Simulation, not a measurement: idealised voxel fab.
Process module heading - voxel wiring stack
205 nm wide, 5 nm square cells: that's cross-section cut.
Cross-section, as written here: a square-cell grid given band by band from the top down, where a band holds one or more rows of cells.
A band entry consists of two parts. The first gives the height of the band's top and the height of its bottom, in nm. The rest lists the band's materials from left to right, each with its width in nm. A single material labelled with the word "throughout" fills the band from edge to edge, and the word "empty" marks empty space.
Beneath 0, the wafer as received is one material, and that level is where height counting begins. The lowest band goes on downward without a bottom; it is written like "0 -> down".
A two-number width, for instance "30->40", indicates that the width is equal to the first number in the top row of the band and to the second number in the bottom row, and that it changes by a constant amount per row of cells.
"everything unchanged", as given for a step, is the statement that not any cell of the cross-section underwent a change during that step.
Empty spaces without an open route to the top, at least 8 cells in extent, make up the entry "Voids, enclosed"; each is given as width x height at distance, where the distance is measured from the left edge, and all are in nm.
Step line, after settings: the simulator's comment on this step.
You can add "overlay nm" to a step's line. For a step with a mask, it describes how far the mask lay to the right of its planned position, and a negative number describes a lay to the left.
Every pair from here on: before one process step, after it. The after cross-section reaches only to the lowest band that changed. Below the pair: the step in between and its settings. Pairs can belong to different runs of this module on the same starting wafer; a pair carries on from the pair above only if the entry headed "before" says so.
**before**
45 -> 40 = empty 25 nm, then SiCN 30 nm, then empty 10 nm, then SiCN 30 nm, then empty 10 nm, then SiCN 30 nm, then empty 10 nm, then SiCN 30 nm, then empty 30 nm
40 -> 20 = empty 25 nm, then SiCN 5 nm, then W 20 nm, then SiCN 5 nm, then empty 10 nm, then SiCN 5 nm, then W 20 nm, then SiCN 5 nm, then empty 10 nm, then SiCN 5 nm, then W 20 nm, then SiCN 5 nm, then empty 10 nm, then SiCN 5 nm, then W 20 nm, then SiCN 5 nm, then empty 30 nm
20 -> 15 = SiCN 30 nm, then W 20 nm, then SiCN 20 nm, then W 20 nm, then SiCN 20 nm, then W 20 nm, then SiCN 20 nm, then W 20 nm, then SiCN 35 nm
15 -> 0 = SiO2 throughout
0 -> down = Si throughout
Voids, enclosed: none
**Resultant Cross-Section**
50 -> 45 = SiO2 throughout
45 -> 40 = SiO2 25 nm, then SiCN 30 nm, then SiO2 10 nm, then SiCN 30 nm, then SiO2 10 nm, then SiCN 30 nm, then SiO2 10 nm, then SiCN 30 nm, then SiO2 30 nm
40 -> 20 = SiO2 25 nm, then SiCN 5 nm, then W 20 nm, then SiCN 5 nm, then SiO2 10 nm, then SiCN 5 nm, then W 20 nm, then SiCN 5 nm, then SiO2 10 nm, then SiCN 5 nm, then W 20 nm, then SiCN 5 nm, then SiO2 10 nm, then SiCN 5 nm, then W 20 nm, then SiCN 5 nm, then SiO2 30 nm
Everything under 20 stays put, no change at all.
Voids, enclosed: none
Step taken after the before cross-section and before the after cross-section above: op FILL_DEP | material SiO2 | thk nm 5
before: as shown after the step in the preceding pair, directly above.
**Resultant Cross-Section**
45 -> 40 = SiO2 25 nm, then SiCN 30 nm, then SiO2 10 nm, then SiCN 30 nm, then SiO2 10 nm, then SiCN 30 nm, then SiO2 10 nm, then SiCN 30 nm, then SiO2 30 nm
Everything under 40 stays put, no change at all.
Voids, enclosed: none
Step taken after the before cross-section and before the after cross-section above: op CMP | height nm 45
before: as shown after the step in the preceding pair, directly above.
**Resultant Cross-Section**
50 -> 45 = SiCN throughout
Everything under 45 stays put, no change at all.
Voids, enclosed: none
Step taken after the before cross-section and before the after cross-section above: op CONFORMAL_DEP | material SiCN | thk nm 5
before: as shown after the step in the preceding pair, directly above.
**Resultant Cross-Section**
80 -> 50 = lowk throughout
Everything under 50 stays put, no change at all.
Voids, enclosed: none
Step taken after the before cross-section and before the after cross-section above: op DIRECTIONAL_DEP | material lowk | thk nm 30
before: as shown after the step in the preceding pair, directly above.
**Resultant Cross-Section**
80 -> 50 = lowk 30 nm, then empty 15 nm, then lowk 65 nm, then empty 15 nm, then lowk 80 nm
Everything under 50 stays put, no change at all.
Voids, enclosed: none
Step taken after the before cross-section and before the after cross-section above: op MASKED_ETCH | tone open | mask id METAL_2_HOLES | width nm 15 | pitch nm 80 | etch materials lowk | depth nm 30 | overlay nm 0
before: as shown after the step in the preceding pair, directly above.
**Resultant Cross-Section**
100 -> 80 = resist 30 nm, then empty 20 nm, then resist 20 nm, then empty 20 nm, then resist 20 nm, then empty 20 nm, then resist 20 nm, then empty 20 nm, then resist 35 nm
Everything under 80 stays put, no change at all.
Voids, enclosed: none
Step taken after the before cross-section and before the after cross-section above: op PATTERN | tone open | mask id METAL_2 | material resist | width nm 20 | pitch nm 40 | thk nm 20 | overlay nm 0
before: as shown after the step in the preceding pair, directly above.
**Resultant Cross-Section**
100 -> 80 = resist 30 nm, then empty 20 nm, then resist 20 nm, then empty 20 nm, then resist 20 nm, then empty 20 nm, then resist 20 nm, then empty 20 nm, then resist 35 nm
80 -> 65 = lowk 30 nm, then empty 20 nm, then lowk 20 nm, then empty 20 nm, then lowk 20 nm, then empty 20 nm, then lowk 20 nm, then empty 20 nm, then lowk 35 nm
Everything under 65 stays put, no change at all.
Voids, enclosed: none
Step taken after the before cross-section and before the after cross-section above: op DIRECTIONAL_ETCH | etch materials lowk | depth nm 15
before: as shown after the step in the preceding pair, directly above.
**Resultant Cross-Section**
100 -> 80 = resist 30 nm, then empty 20 nm, then resist 20 nm, then empty 20 nm, then resist 20 nm, then empty 20 nm, then resist 20 nm, then empty 20 nm, then resist 35 nm
80 -> 65 = lowk 30 nm, then empty 20 nm, then lowk 20 nm, then empty 20 nm, then lowk 20 nm, then empty 20 nm, then lowk 20 nm, then empty 20 nm, then lowk 35 nm
65 -> 50 = lowk 30 nm, then empty 15 nm, then lowk 65 nm, then empty 15 nm, then lowk 80 nm
50 -> 45 = SiCN 30 nm, then empty 15 nm, then SiCN 65 nm, then empty 15 nm, then SiCN 80 nm
Everything under 45 stays put, no change at all.
Voids, enclosed: none
Step taken after the before cross-section and before the after cross-section above: op DIRECTIONAL_ETCH | etch materials SiCN | depth nm 5
before: as shown after the step in the preceding pair, directly above.
**Resultant Cross-Section**
80 -> 65 = lowk 30 nm, then empty 20 nm, then lowk 20 nm, then empty 20 nm, then lowk 20 nm, then empty 20 nm, then lowk 20 nm, then empty 20 nm, then lowk 35 nm
Everything under 65 stays put, no change at all.
Voids, enclosed: none
Step taken after the before cross-section and before the after cross-section above: op STRIP | etch materials resist
before: as shown after the step in the preceding pair, directly above.
**Resultant Cross-Section**
85 -> 80 = TiN 35 nm, then empty 10 nm, then TiN 30 nm, then empty 10 nm, then TiN 30 nm, then empty 10 nm, then TiN 30 nm, then empty 10 nm, then TiN 40 nm
80 -> 70 = lowk 30 nm, then TiN 5 nm, then empty 10 nm, then TiN 5 nm, then lowk 20 nm, then TiN 5 nm, then empty 10 nm, then TiN 5 nm, then lowk 20 nm, then TiN 5 nm, then empty 10 nm, then TiN 5 nm, then lowk 20 nm, then TiN 5 nm, then empty 10 nm, then TiN 5 nm, then lowk 35 nm
70 -> 65 = lowk 30 nm, then TiN 5 nm, then empty 5 nm, then TiN 10 nm, then lowk 20 nm, then TiN 20 nm, then lowk 20 nm, then TiN 5 nm, then empty 5 nm, then TiN 10 nm, then lowk 20 nm, then TiN 20 nm, then lowk 35 nm
65 -> 50 = lowk 30 nm, then TiN 5 nm, then empty 5 nm, then TiN 5 nm, then lowk 65 nm, then TiN 5 nm, then empty 5 nm, then TiN 5 nm, then lowk 80 nm
50 -> 45 = SiCN 30 nm, then TiN 15 nm, then SiCN 65 nm, then TiN 15 nm, then SiCN 80 nm
Everything under 45 stays put, no change at all.
Voids, enclosed: none
Step taken after the before cross-section and before the after cross-section above: op CONFORMAL_DEP | material TiN | thk nm 5
before: as shown after the step in the preceding pair, directly above.
**Resultant Cross-Section**
90 -> 85 = Cu throughout
85 -> 80 = TiN 35 nm, then Cu 10 nm, then TiN 30 nm, then Cu 10 nm, then TiN 30 nm, then Cu 10 nm, then TiN 30 nm, then Cu 10 nm, then TiN 40 nm
80 -> 70 = lowk 30 nm, then TiN 5 nm, then Cu 10 nm, then TiN 5 nm, then lowk 20 nm, then TiN 5 nm, then Cu 10 nm, then TiN 5 nm, then lowk 20 nm, then TiN 5 nm, then Cu 10 nm, then TiN 5 nm, then lowk 20 nm, then TiN 5 nm, then Cu 10 nm, then TiN 5 nm, then lowk 35 nm
70 -> 65 = lowk 30 nm, then TiN 5 nm, then Cu 5 nm, then TiN 10 nm, then lowk 20 nm, then TiN 20 nm, then lowk 20 nm, then TiN 5 nm, then Cu 5 nm, then TiN 10 nm, then lowk 20 nm, then TiN 20 nm, then lowk 35 nm
65 -> 50 = lowk 30 nm, then TiN 5 nm, then Cu 5 nm, then TiN 5 nm, then lowk 65 nm, then TiN 5 nm, then Cu 5 nm, then TiN 5 nm, then lowk 80 nm
Everything under 50 stays put, no change at all.
Voids, enclosed: none
Step taken after the before cross-section and before the after cross-section above: op FILL_DEP | material Cu | thk nm 5
before: as shown after the step in the preceding pair, directly above.
**Resultant Cross-Section**
80 -> 70 = lowk 30 nm, then TiN 5 nm, then Cu 10 nm, then TiN 5 nm, then lowk 20 nm, then TiN 5 nm, then Cu 10 nm, then TiN 5 nm, then lowk 20 nm, then TiN 5 nm, then Cu 10 nm, then TiN 5 nm, then lowk 20 nm, then TiN 5 nm, then Cu 10 nm, then TiN 5 nm, then lowk 35 nm
Everything under 70 stays put, no change at all.
Voids, enclosed: none
Step taken after the before cross-section and before the after cross-section above: op CMP | height nm 80
before: as shown after the step in the preceding pair, directly above.
**Resultant Cross-Section**
85 -> 80 = SiCN throughout
Everything under 80 stays put, no change at all.
Voids, enclosed: none
Step taken after the before cross-section and before the after cross-section above: op CONFORMAL_DEP | material SiCN | thk nm 5
before: as shown after the step in the preceding pair, directly above.
**Resultant Cross-Section**
115 -> 85 = SiO2 throughout
Everything under 85 stays put, no change at all.
Voids, enclosed: none
Step taken after the before cross-section and before the after cross-section above: op DIRECTIONAL_DEP | material SiO2 | thk nm 30
before: as shown after the step in the preceding pair, directly above.
**Resultant Cross-Section**
115 -> 100 = SiO2 30 nm, then empty 20 nm, then SiO2 20 nm, then empty 20 nm, then SiO2 20 nm, then empty 20 nm, then SiO2 20 nm, then empty 20 nm, then SiO2 35 nm
Everything under 100 stays put, no change at all.
Voids, enclosed: none
Step taken after the before cross-section and before the after cross-section above: op MASKED_ETCH | tone open | mask id METAL_3 | width nm 20 | pitch nm 40 | etch materials SiO2 | depth nm 15 | overlay nm 0
before: as shown after the step in the preceding pair, directly above.
**Resultant Cross-Section**
115 -> 100 = SiO2 30 nm, then empty 20 nm, then SiO2 20 nm, then empty 20 nm, then SiO2 20 nm, then empty 20 nm, then SiO2 20 nm, then empty 20 nm, then SiO2 35 nm
100 -> 85 = SiO2 30 nm, then empty 15 nm, then SiO2 65 nm, then empty 15 nm, then SiO2 80 nm
Everything under 85 stays put, no change at all.
Voids, enclosed: none
Step taken after the before cross-section and before the after cross-section above: op MASKED_ETCH | tone open | mask id METAL_3_HOLES | width nm 15 | pitch nm 80 | etch materials SiO2 | depth nm 15 | overlay nm 0
before: as shown after the step in the preceding pair, directly above.
**Resultant Cross-Section**
115 -> 100 = SiO2 30 nm, then empty 20 nm, then SiO2 20 nm, then empty 20 nm, then SiO2 20 nm, then empty 20 nm, then SiO2 20 nm, then empty 20 nm, then SiO2 35 nm
100 -> 85 = SiO2 30 nm, then empty 15 nm, then SiO2 65 nm, then empty 15 nm, then SiO2 80 nm
85 -> 80 = SiCN 30 nm, then empty 15 nm, then SiCN 65 nm, then empty 15 nm, then SiCN 80 nm
Everything under 80 stays put, no change at all.
Voids, enclosed: none
Step taken after the before cross-section and before the after cross-section above: op MASKED_ETCH | tone open | mask id METAL_3_HOLES | width nm 15 | pitch nm 80 | etch materials SiCN | depth nm 5 | overlay nm 0
before: as shown after the step in the preceding pair, directly above.
**Resultant Cross-Section**
120 -> 115 = TiN 35 nm, then empty 10 nm, then TiN 30 nm, then empty 10 nm, then TiN 30 nm, then empty 10 nm, then TiN 30 nm, then empty 10 nm, then TiN 40 nm
115 -> 105 = SiO2 30 nm, then TiN 5 nm, then empty 10 nm, then TiN 5 nm, then SiO2 20 nm, then TiN 5 nm, then empty 10 nm, then TiN 5 nm, then SiO2 20 nm, then TiN 5 nm, then empty 10 nm, then TiN 5 nm, then SiO2 20 nm, then TiN 5 nm, then empty 10 nm, then TiN 5 nm, then SiO2 35 nm
105 -> 100 = SiO2 30 nm, then TiN 5 nm, then empty 5 nm, then TiN 10 nm, then SiO2 20 nm, then TiN 20 nm, then SiO2 20 nm, then TiN 5 nm, then empty 5 nm, then TiN 10 nm, then SiO2 20 nm, then TiN 20 nm, then SiO2 35 nm
100 -> 85 = SiO2 30 nm, then TiN 5 nm, then empty 5 nm, then TiN 5 nm, then SiO2 65 nm, then TiN 5 nm, then empty 5 nm, then TiN 5 nm, then SiO2 80 nm
85 -> 80 = SiCN 30 nm, then TiN 15 nm, then SiCN 65 nm, then TiN 15 nm, then SiCN 80 nm
Everything under 80 stays put, no change at all.
Voids, enclosed: none
Step taken after the before cross-section and before the after cross-section above: op CONFORMAL_DEP | material TiN | thk nm 5
before: as shown after the step in the preceding pair, directly above.
**Resultant Cross-Section**
125 -> 120 = Ru throughout
120 -> 115 = TiN 35 nm, then Ru 10 nm, then TiN 30 nm, then Ru 10 nm, then TiN 30 nm, then Ru 10 nm, then TiN 30 nm, then Ru 10 nm, then TiN 40 nm
115 -> 105 = SiO2 30 nm, then TiN 5 nm, then Ru 10 nm, then TiN 5 nm, then SiO2 20 nm, then TiN 5 nm, then Ru 10 nm, then TiN 5 nm, then SiO2 20 nm, then TiN 5 nm, then Ru 10 nm, then TiN 5 nm, then SiO2 20 nm, then TiN 5 nm, then Ru 10 nm, then TiN 5 nm, then SiO2 35 nm
105 -> 100 = SiO2 30 nm, then TiN 5 nm, then Ru 5 nm, then TiN 10 nm, then SiO2 20 nm, then TiN 20 nm, then SiO2 20 nm, then TiN 5 nm, then Ru 5 nm, then TiN 10 nm, then SiO2 20 nm, then TiN 20 nm, then SiO2 35 nm
100 -> 85 = SiO2 30 nm, then TiN 5 nm, then Ru 5 nm, then TiN 5 nm, then SiO2 65 nm, then TiN 5 nm, then Ru 5 nm, then TiN 5 nm, then SiO2 80 nm
Everything under 85 stays put, no change at all.
Voids, enclosed: none
Step taken after the before cross-section and before the after cross-section above: op FILL_DEP | material Ru | thk nm 5
before: as shown after the step in the preceding pair, directly above.
**Resultant Cross-Section**
115 -> 105 = SiO2 30 nm, then TiN 5 nm, then Ru 10 nm, then TiN 5 nm, then SiO2 20 nm, then TiN 5 nm, then Ru 10 nm, then TiN 5 nm, then SiO2 20 nm, then TiN 5 nm, then Ru 10 nm, then TiN 5 nm, then SiO2 20 nm, then TiN 5 nm, then Ru 10 nm, then TiN 5 nm, then SiO2 35 nm
Everything under 105 stays put, no change at all.
Voids, enclosed: none
Step taken after the before cross-section and before the after cross-section above: op CMP | height nm 115
before: as shown after the step in the preceding pair, directly above.
**Resultant Cross-Section**
120 -> 115 = SiCN throughout
Everything under 115 stays put, no change at all.
Voids, enclosed: none
Step taken after the before cross-section and before the after cross-section above: op CONFORMAL_DEP | material SiCN | thk nm 5
before: as shown after the step in the preceding pair, directly above.
**Resultant Cross-Section**
145 -> 120 = SiO2 throughout
Everything under 120 stays put, no change at all.
Voids, enclosed: none
Step taken after the before cross-section and before the after cross-section above: op DIRECTIONAL_DEP | material SiO2 | thk nm 25
before: as shown after the step in the preceding pair, directly above.
**Resultant Cross-Section**
145 -> 130 = SiO2 30 nm, then empty 20 nm, then SiO2 20 nm, then empty 20 nm, then SiO2 20 nm, then empty 20 nm, then SiO2 20 nm, then empty 20 nm, then SiO2 35 nm
Everything under 130 stays put, no change at all.
Voids, enclosed: none
Step taken after the before cross-section and before the after cross-section above: op MASKED_ETCH | tone open | mask id METAL_4 | width nm 20 | pitch nm 40 | etch materials SiO2 | depth nm 15 | overlay nm 0
before: as shown after the step in the preceding pair, directly above.
**Resultant Cross-Section**
165 -> 145 = resist 30 nm, then empty 15 nm, then resist 65 nm, then empty 15 nm, then resist 80 nm
145 -> 130 = SiO2 30 nm, then empty 15 nm, then resist 5 nm, then SiO2 20 nm, then resist 20 nm, then SiO2 20 nm, then empty 15 nm, then resist 5 nm, then SiO2 20 nm, then resist 20 nm, then SiO2 35 nm
Everything under 130 stays put, no change at all.
Voids, enclosed: none
Step taken after the before cross-section and before the after cross-section above: op PATTERN | tone open | mask id METAL_4_HOLES | material resist | width nm 15 | pitch nm 80 | thk nm 20 | overlay nm 0
before: as shown after the step in the preceding pair, directly above.
**Resultant Cross-Section**
165 -> 145 = resist 30 nm, then empty 15 nm, then resist 65 nm, then empty 15 nm, then resist 80 nm
145 -> 130 = SiO2 30 nm, then empty 15 nm, then resist 5 nm, then SiO2 20 nm, then resist 20 nm, then SiO2 20 nm, then empty 15 nm, then resist 5 nm, then SiO2 20 nm, then resist 20 nm, then SiO2 35 nm
130 -> 120 = SiO2 30 nm, then empty 15 nm, then SiO2 65 nm, then empty 15 nm, then SiO2 80 nm
Everything under 120 stays put, no change at all.
Voids, enclosed: none
Step taken after the before cross-section and before the after cross-section above: op DIRECTIONAL_ETCH | etch materials SiO2 | depth nm 10
before: as shown after the step in the preceding pair, directly above.
**Resultant Cross-Section**
165 -> 145 = resist 30 nm, then empty 15 nm, then resist 65 nm, then empty 15 nm, then resist 80 nm
145 -> 130 = SiO2 30 nm, then empty 15 nm, then resist 5 nm, then SiO2 20 nm, then resist 20 nm, then SiO2 20 nm, then empty 15 nm, then resist 5 nm, then SiO2 20 nm, then resist 20 nm, then SiO2 35 nm
130 -> 120 = SiO2 30 nm, then empty 15 nm, then SiO2 65 nm, then empty 15 nm, then SiO2 80 nm
120 -> 115 = SiCN 30 nm, then empty 15 nm, then SiCN 65 nm, then empty 15 nm, then SiCN 80 nm
Everything under 115 stays put, no change at all.
Voids, enclosed: none
Step taken after the before cross-section and before the after cross-section above: op DIRECTIONAL_ETCH | etch materials SiCN | depth nm 5
before: as shown after the step in the preceding pair, directly above.
**Resultant Cross-Section**
145 -> 130 = SiO2 30 nm, then empty 20 nm, then SiO2 20 nm, then empty 20 nm, then SiO2 20 nm, then empty 20 nm, then SiO2 20 nm, then empty 20 nm, then SiO2 35 nm
Everything under 130 stays put, no change at all.
Voids, enclosed: none
Step taken after the before cross-section and before the after cross-section above: op STRIP | etch materials resist
before: as shown after the step in the preceding pair, directly above.
**Resultant Cross-Section**
150 -> 145 = TiN 35 nm, then empty 10 nm, then TiN 30 nm, then empty 10 nm, then TiN 30 nm, then empty 10 nm, then TiN 30 nm, then empty 10 nm, then TiN 40 nm
145 -> 135 = SiO2 30 nm, then TiN 5 nm, then empty 10 nm, then TiN 5 nm, then SiO2 20 nm, then TiN 5 nm, then empty 10 nm, then TiN 5 nm, then SiO2 20 nm, then TiN 5 nm, then empty 10 nm, then TiN 5 nm, then SiO2 20 nm, then TiN 5 nm, then empty 10 nm, then TiN 5 nm, then SiO2 35 nm
135 -> 130 = SiO2 30 nm, then TiN 5 nm, then empty 5 nm, then TiN 10 nm, then SiO2 20 nm, then TiN 20 nm, then SiO2 20 nm, then TiN 5 nm, then empty 5 nm, then TiN 10 nm, then SiO2 20 nm, then TiN 20 nm, then SiO2 35 nm
130 -> 120 = SiO2 30 nm, then TiN 5 nm, then empty 5 nm, then TiN 5 nm, then SiO2 65 nm, then TiN 5 nm, then empty 5 nm, then TiN 5 nm, then SiO2 80 nm
120 -> 115 = SiCN 30 nm, then TiN 15 nm, then SiCN 65 nm, then TiN 15 nm, then SiCN 80 nm
Everything under 115 stays put, no change at all.
Voids, enclosed: none
Step taken after the before cross-section and before the after cross-section above: op CONFORMAL_DEP | material TiN | thk nm 5
before: as shown after the step in the preceding pair, directly above.
**Resultant Cross-Section**
160 -> 150 = Ru throughout
150 -> 145 = TiN 35 nm, then Ru 10 nm, then TiN 30 nm, then Ru 10 nm, then TiN 30 nm, then Ru 10 nm, then TiN 30 nm, then Ru 10 nm, then TiN 40 nm
145 -> 135 = SiO2 30 nm, then TiN 5 nm, then Ru 10 nm, then TiN 5 nm, then SiO2 20 nm, then TiN 5 nm, then Ru 10 nm, then TiN 5 nm, then SiO2 20 nm, then TiN 5 nm, then Ru 10 nm, then TiN 5 nm, then SiO2 20 nm, then TiN 5 nm, then Ru 10 nm, then TiN 5 nm, then SiO2 35 nm
135 -> 130 = SiO2 30 nm, then TiN 5 nm, then Ru 5 nm, then TiN 10 nm, then SiO2 20 nm, then TiN 20 nm, then SiO2 20 nm, then TiN 5 nm, then Ru 5 nm, then TiN 10 nm, then SiO2 20 nm, then TiN 20 nm, then SiO2 35 nm
130 -> 120 = SiO2 30 nm, then TiN 5 nm, then Ru 5 nm, then TiN 5 nm, then SiO2 65 nm, then TiN 5 nm, then Ru 5 nm, then TiN 5 nm, then SiO2 80 nm
Everything under 120 stays put, no change at all.
Voids, enclosed: none
Step taken after the before cross-section and before the after cross-section above: op FILL_DEP | material Ru | thk nm 10
before: as shown after the step in the preceding pair, directly above.
**Resultant Cross-Section**
145 -> 135 = SiO2 30 nm, then TiN 5 nm, then Ru 10 nm, then TiN 5 nm, then SiO2 20 nm, then TiN 5 nm, then Ru 10 nm, then TiN 5 nm, then SiO2 20 nm, then TiN 5 nm, then Ru 10 nm, then TiN 5 nm, then SiO2 20 nm, then TiN 5 nm, then Ru 10 nm, then TiN 5 nm, then SiO2 35 nm
Everything under 135 stays put, no change at all.
Voids, enclosed: none
Step taken after the before cross-section and before the after cross-section above: op CMP | height nm 145
before: as shown after the step in the preceding pair, directly above.
**Resultant Cross-Section**
150 -> 145 = SiN throughout
Everything under 145 stays put, no change at all.
Voids, enclosed: none
Step taken after the before cross-section and before the after cross-section above: op CONFORMAL_DEP | material SiN | thk nm 5
**before**
115 -> 85 = SiO2 throughout
85 -> 80 = SiCN throughout
80 -> 70 = lowk 30 nm, then TiN 5 nm, then Cu 10 nm, then TiN 5 nm, then lowk 20 nm, then TiN 5 nm, then Cu 10 nm, then TiN 5 nm, then lowk 20 nm, then TiN 5 nm, then Cu 10 nm, then TiN 5 nm, then lowk 20 nm, then TiN 5 nm, then Cu 10 nm, then TiN 5 nm, then lowk 35 nm
70 -> 65 = lowk 30 nm, then TiN 5 nm, then Cu 5 nm, then TiN 10 nm, then lowk 20 nm, then TiN 20 nm, then lowk 20 nm, then TiN 5 nm, then Cu 5 nm, then TiN 10 nm, then lowk 20 nm, then TiN 20 nm, then lowk 35 nm
65 -> 50 = lowk 30 nm, then TiN 5 nm, then Cu 5 nm, then TiN 5 nm, then lowk 65 nm, then TiN 5 nm, then Cu 5 nm, then TiN 5 nm, then lowk 80 nm
50 -> 45 = SiCN 30 nm, then TiN 15 nm, then SiCN 65 nm, then TiN 15 nm, then SiCN 80 nm
45 -> 20 = SiO2 25 nm, then SiCN 5 nm, then W 20 nm, then SiCN 5 nm, then SiO2 10 nm, then SiCN 5 nm, then W 20 nm, then SiCN 5 nm, then SiO2 10 nm, then SiCN 5 nm, then W 20 nm, then SiCN 5 nm, then SiO2 10 nm, then SiCN 5 nm, then W 20 nm, then SiCN 5 nm, then SiO2 30 nm
20 -> 15 = SiCN 30 nm, then TiN 20 nm, then SiCN 20 nm, then TiN 20 nm, then SiCN 20 nm, then TiN 20 nm, then SiCN 20 nm, then TiN 20 nm, then SiCN 35 nm
15 -> 0 = SiO2 throughout
0 -> down = Si throughout
Voids, enclosed: none
**Resultant Cross-Section**
145 -> 85 = SiO2 throughout
Everything under 85 stays put, no change at all.
Voids, enclosed: none
Step taken after the before cross-section and before the after cross-section above: op DIRECTIONAL_DEP | material SiO2 | thk nm 30
before: as shown after the step in the preceding pair, directly above.
**Resultant Cross-Section**
145 -> 130 = SiO2 30 nm, then empty 20 nm, then SiO2 20 nm, then empty 20 nm, then SiO2 20 nm, then empty 20 nm, then SiO2 20 nm, then empty 20 nm, then SiO2 35 nm
Everything under 130 stays put, no change at all.
Voids, enclosed: none
Step taken after the before cross-section and before the after cross-section above: op MASKED_ETCH | tone open | mask id METAL_3 | width nm 20 | pitch nm 40 | etch materials SiO2 | depth nm 15 | overlay nm 0
before: as shown after the step in the preceding pair, directly above.
**Resultant Cross-Section**
145 -> 130 = SiO2 30 nm, then empty 20 nm, then SiO2 20 nm, then empty 20 nm, then SiO2 20 nm, then empty 20 nm, then SiO2 20 nm, then empty 20 nm, then SiO2 35 nm
130 -> 115 = SiO2 30 nm, then empty 15 nm, then SiO2 65 nm, then empty 15 nm, then SiO2 80 nm
Everything under 115 stays put, no change at all.
Voids, enclosed: none
Step taken after the before cross-section and before the after cross-section above: op MASKED_ETCH | tone open | mask id METAL_3_HOLES | width nm 15 | pitch nm 80 | etch materials SiO2 | depth nm 15 | overlay nm 0
before: as shown after the step in the preceding pair, directly above.
**Resultant Cross-Section**
150 -> 145 = TiN 35 nm, then empty 10 nm, then TiN 30 nm, then empty 10 nm, then TiN 30 nm, then empty 10 nm, then TiN 30 nm, then empty 10 nm, then TiN 40 nm
145 -> 135 = SiO2 30 nm, then TiN 5 nm, then empty 10 nm, then TiN 5 nm, then SiO2 20 nm, then TiN 5 nm, then empty 10 nm, then TiN 5 nm, then SiO2 20 nm, then TiN 5 nm, then empty 10 nm, then TiN 5 nm, then SiO2 20 nm, then TiN 5 nm, then empty 10 nm, then TiN 5 nm, then SiO2 35 nm
135 -> 130 = SiO2 30 nm, then TiN 5 nm, then empty 5 nm, then TiN 10 nm, then SiO2 20 nm, then TiN 20 nm, then SiO2 20 nm, then TiN 5 nm, then empty 5 nm, then TiN 10 nm, then SiO2 20 nm, then TiN 20 nm, then SiO2 35 nm
130 -> 120 = SiO2 30 nm, then TiN 5 nm, then empty 5 nm, then TiN 5 nm, then SiO2 65 nm, then TiN 5 nm, then empty 5 nm, then TiN 5 nm, then SiO2 80 nm
120 -> 115 = SiO2 30 nm, then TiN 15 nm, then SiO2 65 nm, then TiN 15 nm, then SiO2 80 nm
Everything under 115 stays put, no change at all.
Voids, enclosed: none
Step taken after the before cross-section and before the after cross-section above: op CONFORMAL_DEP | material TiN | thk nm 5
before: as shown after the step in the preceding pair, directly above.
**Resultant Cross-Section**
155 -> 150 = Ru throughout
150 -> 145 = TiN 35 nm, then Ru 10 nm, then TiN 30 nm, then Ru 10 nm, then TiN 30 nm, then Ru 10 nm, then TiN 30 nm, then Ru 10 nm, then TiN 40 nm
145 -> 135 = SiO2 30 nm, then TiN 5 nm, then Ru 10 nm, then TiN 5 nm, then SiO2 20 nm, then TiN 5 nm, then Ru 10 nm, then TiN 5 nm, then SiO2 20 nm, then TiN 5 nm, then Ru 10 nm, then TiN 5 nm, then SiO2 20 nm, then TiN 5 nm, then Ru 10 nm, then TiN 5 nm, then SiO2 35 nm
135 -> 130 = SiO2 30 nm, then TiN 5 nm, then Ru 5 nm, then TiN 10 nm, then SiO2 20 nm, then TiN 20 nm, then SiO2 20 nm, then TiN 5 nm, then Ru 5 nm, then TiN 10 nm, then SiO2 20 nm, then TiN 20 nm, then SiO2 35 nm
130 -> 120 = SiO2 30 nm, then TiN 5 nm, then Ru 5 nm, then TiN 5 nm, then SiO2 65 nm, then TiN 5 nm, then Ru 5 nm, then TiN 5 nm, then SiO2 80 nm
Everything under 120 stays put, no change at all.
Voids, enclosed: none
Step taken after the before cross-section and before the after cross-section above: op FILL_DEP | material Ru | thk nm 5
before: as shown after the step in the preceding pair, directly above.
**Resultant Cross-Section**
115 -> 85 = SiO2 throughout
Everything under 85 stays put, no change at all.
Voids, enclosed: none
Step taken after the before cross-section and before the after cross-section above: op CMP | height nm 115
before: as shown after the step in the preceding pair, directly above.
**Resultant Cross-Section**
120 -> 115 = SiCN throughout
Everything under 115 stays put, no change at all.
Voids, enclosed: none
Step taken after the before cross-section and before the after cross-section above: op CONFORMAL_DEP | material SiCN | thk nm 5
before: as shown after the step in the preceding pair, directly above.
**Resultant Cross-Section**
145 -> 120 = SiO2 throughout
Everything under 120 stays put, no change at all.
Voids, enclosed: none
Step taken after the before cross-section and before the after cross-section above: op DIRECTIONAL_DEP | material SiO2 | thk nm 25
before: as shown after the step in the preceding pair, directly above.
**Resultant Cross-Section**
145 -> 130 = SiO2 30 nm, then empty 20 nm, then SiO2 20 nm, then empty 20 nm, then SiO2 20 nm, then empty 20 nm, then SiO2 20 nm, then empty 20 nm, then SiO2 35 nm
Everything under 130 stays put, no change at all.
Voids, enclosed: none
Step taken after the before cross-section and before the after cross-section above: op MASKED_ETCH | tone open | mask id METAL_4 | width nm 20 | pitch nm 40 | etch materials SiO2 | depth nm 15 | overlay nm 0
before: as shown after the step in the preceding pair, directly above.
**Resultant Cross-Section**
165 -> 145 = resist 30 nm, then empty 15 nm, then resist 65 nm, then empty 15 nm, then resist 80 nm
145 -> 130 = SiO2 30 nm, then empty 15 nm, then resist 5 nm, then SiO2 20 nm, then resist 20 nm, then SiO2 20 nm, then empty 15 nm, then resist 5 nm, then SiO2 20 nm, then resist 20 nm, then SiO2 35 nm
Everything under 130 stays put, no change at all.
Voids, enclosed: none
Step taken after the before cross-section and before the after cross-section above: op PATTERN | tone open | mask id METAL_4_HOLES | material resist | width nm 15 | pitch nm 80 | thk nm 20 | overlay nm 0
before: as shown after the step in the preceding pair, directly above.
**Resultant Cross-Section**
165 -> 145 = resist 30 nm, then empty 15 nm, then resist 65 nm, then empty 15 nm, then resist 80 nm
145 -> 130 = SiO2 30 nm, then empty 15 nm, then resist 5 nm, then SiO2 20 nm, then resist 20 nm, then SiO2 20 nm, then empty 15 nm, then resist 5 nm, then SiO2 20 nm, then resist 20 nm, then SiO2 35 nm
130 -> 120 = SiO2 30 nm, then empty 15 nm, then SiO2 65 nm, then empty 15 nm, then SiO2 80 nm
Everything under 120 stays put, no change at all.
Voids, enclosed: none
Step taken after the before cross-section and before the after cross-section above: op DIRECTIONAL_ETCH | etch materials SiO2 | depth nm 10
